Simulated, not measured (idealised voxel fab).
Documented hereafter: the process module known as voxel spacer lines.
It is cross-section cut that appears here, measuring 265 nm in width, its square cells being 5 nm in size.
Just so we're on the same page, the cross-sections are grids of square cells, and they're listed out in bands top to bottom, each band one or more rows deep. Look at the band entry: it leads with the top's height and the bottom's height in nm. Then it lists the materials left to right, with a width in nm for each. The word "everywhere" on a single material says that material fills the band edge to edge. The word "empty" is empty space. Below 0: as-received wafer, all one material; heights counted from there. Lowest band: no bottom, goes on down, written "from 0 down". You'd read "30..40" like this: the band's top row of cells is as wide as the first number, its bottom row is as wide as the second, and going down, every row changes width by the same amount as the row before did. Reading "no modifications" for a step: not a cell of the cross-section changed in it. This entry, "Enclosed void catalog", enumerates those empty regions of no fewer than 8 cells that possess no open connection to the top. Each region is reported in the form width x height at distance, the distance being taken from the left edge, with all three quantities expressed in nm. Post-settings text on a step line: simulator's own remark regarding the step. overlay nm: on a step with a mask, how far right of its planned place the mask lay; negative means left.
Process steps (planned)
| 1 | RECEIVE: material Si |
| 2 | CONFORMAL_DEP: material SiO2, thk nm 5 |
| 3 | DIRECTIONAL_DEP: material TiN, thk nm 20 |
| 4 | DIRECTIONAL_DEP: material polySi, thk nm 25 |
| 5 | PATTERN: tone cover, mask id MANDREL, material resist, width nm 15, pitch nm 60, thk nm 35, overlay nm -15 |
| 6 | DIRECTIONAL_ETCH: etch materials polySi, depth nm 25 |
| 7 | STRIP: etch materials resist |
| 8 | CONFORMAL_DEP: material SiN, thk nm 15 |
| 9 | DIRECTIONAL_ETCH: etch materials SiN, depth nm 15 |
| 10 | STRIP: etch materials polySi |
| 11 | DIRECTIONAL_ETCH: etch materials TiN, depth nm 20 |
| 12 | STRIP: etch materials SiN |
The plan's step 5 overlay nm is the first wafer's value; the wafers differ in this setting and start identical.
Cross-section of the first incoming wafer of several, state after step 1
	from 0 down: Si everywhere
	Enclosed void catalog: none
first wafer at the end, after step 12
	from 25 to 5: empty (65); TiN (15); empty (15); TiN (15); empty (15); TiN (15); empty (15); TiN (15); empty (95)
	from 5 to 0: SiO2 everywhere
	from 0 down: Si everywhere
	Enclosed void catalog: none
So this is the cross-section on the last wafer at the end of the module
	from 25 to 5: empty (95); TiN (15); empty (15); TiN (15); empty (15); TiN (15); empty (15); TiN (15); empty (65)
	from 5 to 0: SiO2 everywhere
	from 0 down: Si everywhere
	Enclosed void catalog: none
End of module, by wafer: material-by-material cell gain (+) or loss (-) since receipt, then closed voids
overlay nm -15, +53 SiO2, +48 TiN, Enclosed void catalog: none
overlay nm -10, +53 SiO2, +48 TiN, Enclosed void catalog: none
overlay nm -5, +53 SiO2, +48 TiN, Enclosed void catalog: none
overlay nm 0, +53 SiO2, +48 TiN, Enclosed void catalog: none
overlay nm 5, +53 SiO2, +48 TiN, Enclosed void catalog: none
overlay nm 10, +53 SiO2, +48 TiN, Enclosed void catalog: none
overlay nm 15, +53 SiO2, +48 TiN, Enclosed void catalog: none
